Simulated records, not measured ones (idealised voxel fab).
Herein follows the process module entitled voxel wiring stack.
Cross-section cut spans 205 nm and uses square cells 5 nm in size.
Cross-section layout: square cells on a grid; listed as bands, top to bottom; a band spans one or more cell rows. Per band: top height and bottom height in nm, followed by the left-to-right materials and their widths in nm; "throughout" marks a single material spanning edge to edge, "empty" marks empty space. A quick word on heights: they are counted from 0, and under that level the wafer as it came to us is one material throughout. The lowest band is different from the rest in having no bottom; it simply continues downward, written as in "0 and below". Per-row width for "30 to 40": begins at first number (top row of band), ends at second number (bottom row), increment between rows held constant. When a step is marked "everything unchanged", none of the cells in the cross-section changed during that step. Heads up: "Unvented cavities" only lists the empty pockets with no open path to the top that are 8 cells or more, and it writes them as width x height at distance, distance from the left edge, in nm. Heads up: the bit after the settings on a step's line is the simulator's remark on that step. The setting "overlay nm" may be written on the line of a step. When the step uses a mask, the value reports how far to the right of the planned place the mask lay, and a negative value reports that it lay to the left.
-- Process steps - plan
1) RECEIVE,material Si
2) CONFORMAL_DEP,material SiO2,thk nm 10
3) DIRECTIONAL_DEP,material TiN,thk nm 5
4) DIRECTIONAL_DEP,material W,thk nm 20
5) DIRECTIONAL_DEP,material aC,thk nm 15
6) PATTERN,tone cover,mask id METAL_1,material resist,width nm 30,pitch nm 50,thk nm 35,overlay nm 0
7) DIRECTIONAL_ETCH,etch materials aC,depth nm 15
8) STRIP,etch materials resist
9) DIRECTIONAL_ETCH,etch materials W,depth nm 20
10) DIRECTIONAL_ETCH,etch materials TiN,depth nm 5
11) STRIP,etch materials aC
12) FILL_DEP,material lowk,thk nm 5
13) CMP,height nm 35
14) CONFORMAL_DEP,material SiCN,thk nm 5
15) DIRECTIONAL_DEP,material lowk,thk nm 25
16) MASKED_ETCH,tone open,mask id METAL_2_HOLES,width nm 15,pitch nm 50,etch materials lowk,depth nm 25,overlay nm 0
17) MASKED_ETCH,tone open,mask id METAL_2,width nm 30,pitch nm 50,etch materials lowk,depth nm 15,overlay nm 0
18) MASKED_ETCH,tone open,mask id METAL_2,width nm 30,pitch nm 50,etch materials SiCN,depth nm 5,overlay nm 0
19) CONFORMAL_DEP,material TiN,thk nm 5
20) FILL_DEP,material Cu,thk nm 5
21) CMP,height nm 65
22) CONFORMAL_DEP,material SiN,thk nm 5
-- Cross-sectional view of the wafer in its as-received condition, corresponding to the state after step 1
0 and below  Si throughout
Unvented cavities: none
-- End-of-module cross-section. Starting structure and process plan as above; one mistake made in running it
70 down to 65  SiN throughout
65 down to 55  60 of lowk, 5 of TiN, 20 of Cu, 5 of TiN, 20 of lowk, 5 of TiN, 20 of Cu, 5 of TiN, 65 of lowk
55 down to 50  60 of lowk, 5 of TiN, 5 of Cu, 20 of TiN, 20 of lowk, 5 of TiN, 5 of Cu, 20 of TiN, 65 of lowk
50 down to 40  60 of lowk, 5 of TiN, 5 of Cu, 5 of TiN, 35 of lowk, 5 of TiN, 5 of Cu, 5 of TiN, 80 of lowk
40 down to 35  60 of SiCN, 15 of TiN, 35 of SiCN, 15 of TiN, 80 of SiCN
35 down to 30  lowk throughout
30 down to 10  60 of lowk, 30 of W, 20 of lowk, 30 of W, 65 of lowk
10 down to 0  SiO2 throughout
0 and below  Si throughout
Unvented cavities: none
What broke from the plan during processing? step 3 of the plan got skipped, so it never ran
